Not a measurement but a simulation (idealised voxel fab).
Process module heading - voxel air gaps
Shown is cross-section cut, with a width of 215 nm and square cells of size 5 nm.
A cross-section is a grid of square cells, given in bands from the top down. A band is one or more rows of cells.
Band: top height; bottom height; in nm. Then, left to right: material with width in nm, for each material. "everywhere": a single material spanning edge to edge. "empty": empty space.
Counting heights begins at 0, where everything beneath is, in the wafer as received, one material. The lowest band has no bottom; it goes on downwards, as "0 -> down" shows.
The two numbers in a width such as "30->40" mark its ends across the band: the first belongs to the top row of cells, the second to the bottom row, and from each row to the next the width moves by the same amount.
Basically "nothing altered" means that step didn't change any cell in the cross-section.
Closed-off voids of 8+ cells (no open route to the top) go in "Closed void inventory", written width x height at distance from the left edge, in nm.
It should be noted that, on the line of a given step, the content following the step's settings is a remark produced by the simulator itself with respect to that step.
Regarding "overlay nm": on a step with a mask, it is the distance the mask lay to the right of its planned place; a negative value places it to the left.

-- This section lists the process steps that were planned
1 RECEIVE: material Si
2 CONFORMAL_DEP: material SiO2, thk nm 10
3 CONFORMAL_DEP: material SiN, thk nm 5
4 DIRECTIONAL_DEP: material lowk, thk nm 35
5 DIRECTIONAL_DEP: material aC, thk nm 15
6 PATTERN: tone open, mask id LINES, material resist, width nm 15, pitch nm 45, thk nm 35, overlay nm 0
7 DIRECTIONAL_ETCH: etch materials aC, depth nm 15
8 STRIP: etch materials resist
9 DIRECTIONAL_ETCH: etch materials lowk, depth nm 35
10 STRIP: etch materials aC
11 CONFORMAL_DEP: material TiN, thk nm 5
12 FILL_DEP: material Ru, thk nm 10
13 CMP: height nm 50
14 EPI: material Ru, thk nm 10
15 SELECTIVE_ETCH: etch materials lowk, depth nm 45
16 CONFORMAL_DEP: material SiN, thk nm 5

-- Delivered wafer in cross-section: state after step 1
* 0 -> down: Si everywhere
* Closed void inventory: none

-- Starting structure and process plan are as shown above, but one mistake was made in running the module; the wafer cross-section at the end of the module follows
* 65 -> 60: SiN everywhere
* 60 -> 45: Ru everywhere
* 45 -> 40: 60 nm TiN | 5 nm Ru | 40 nm TiN | 5 nm Ru | 40 nm TiN | 5 nm Ru | 60 nm TiN
* 40 -> 10: 55 nm lowk | 5 nm TiN | 5 nm Ru | 5 nm TiN | 30 nm lowk | 5 nm TiN | 5 nm Ru | 5 nm TiN | 30 nm lowk | 5 nm TiN | 5 nm Ru | 5 nm TiN | 55 nm lowk
* 10 -> 5: 55 nm lowk | 15 nm TiN | 30 nm lowk | 15 nm TiN | 30 nm lowk | 15 nm TiN | 55 nm lowk
* 5 -> 0: SiN everywhere
* 0 -> down: Si everywhere
* Closed void inventory: none
Diagnosis: it should be noted that step 2 of the plan was omitted and was not performed
